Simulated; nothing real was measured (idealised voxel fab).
process module | voxel plated lines
cross-section cut | 245 nm wide | cells 5 nm
A cross-section is a grid of square cells, given in bands from the top down. A band is one or more rows of cells.
Each band's line starts with the height of the band's top and of its bottom, in nm. Then come its materials from left to right, each with its width in nm. One material with "throughout" fills the band from edge to edge. "air" is empty space.
Height 0 is the level under which the wafer as received is all one material. The lowest band goes on downwards, as in "0 down".
A width such as "30 to 40" changes by the same amount from each row of cells to the next, from the band's top row to its bottom row.
"no change" after a step means that no cell of the cross-section changed.
closed voids: empty space of 8 cells or more with no open way to the top, each as width x height at its distance from the left edge, in nm
after a step's settings: what the simulator itself notes on the step
overlay nm, on a step with a mask: how far to the right of its planned place the mask lay; to the left if negative
plan
1 op RECEIVE | material Si
2 op CONFORMAL_DEP | material SiN | thk nm 10
3 op DIRECTIONAL_DEP | material TiN | thk nm 5
4 op PATTERN | tone open | mask id LINES | material resist | width nm 30 | pitch nm 55 | thk nm 35 | overlay nm 0
5 op EPI | material Ru | thk nm 10
6 op EPI | material Ru | thk nm 5
7 op EPI | material Ru | thk nm 5
8 op STRIP | etch materials resist
9 op DIRECTIONAL_ETCH | etch materials TiN | depth nm 5
10 op CONFORMAL_DEP | material SiO2 | thk nm 5
varied across the wafers: thk nm of step 10. The plan shows the first wafer's value. All wafers start alike
first wafer as received, after step 1
  0 down: Si throughout
  closed voids: none
each wafer at the end: cells of each material gained (+) or lost (-) since it was received, then its closed voids
thk nm 5 | +96 Ru | +98 SiN | +89 SiO2 | +24 TiN | closed voids: none
thk nm 10 | +96 Ru | +98 SiN | +178 SiO2 | +24 TiN | closed voids: none
thk nm 15 | +96 Ru | +98 SiN | +252 SiO2 | +24 TiN | closed voids: none
thk nm 20 | +96 Ru | +98 SiN | +311 SiO2 | +24 TiN | closed voids: none
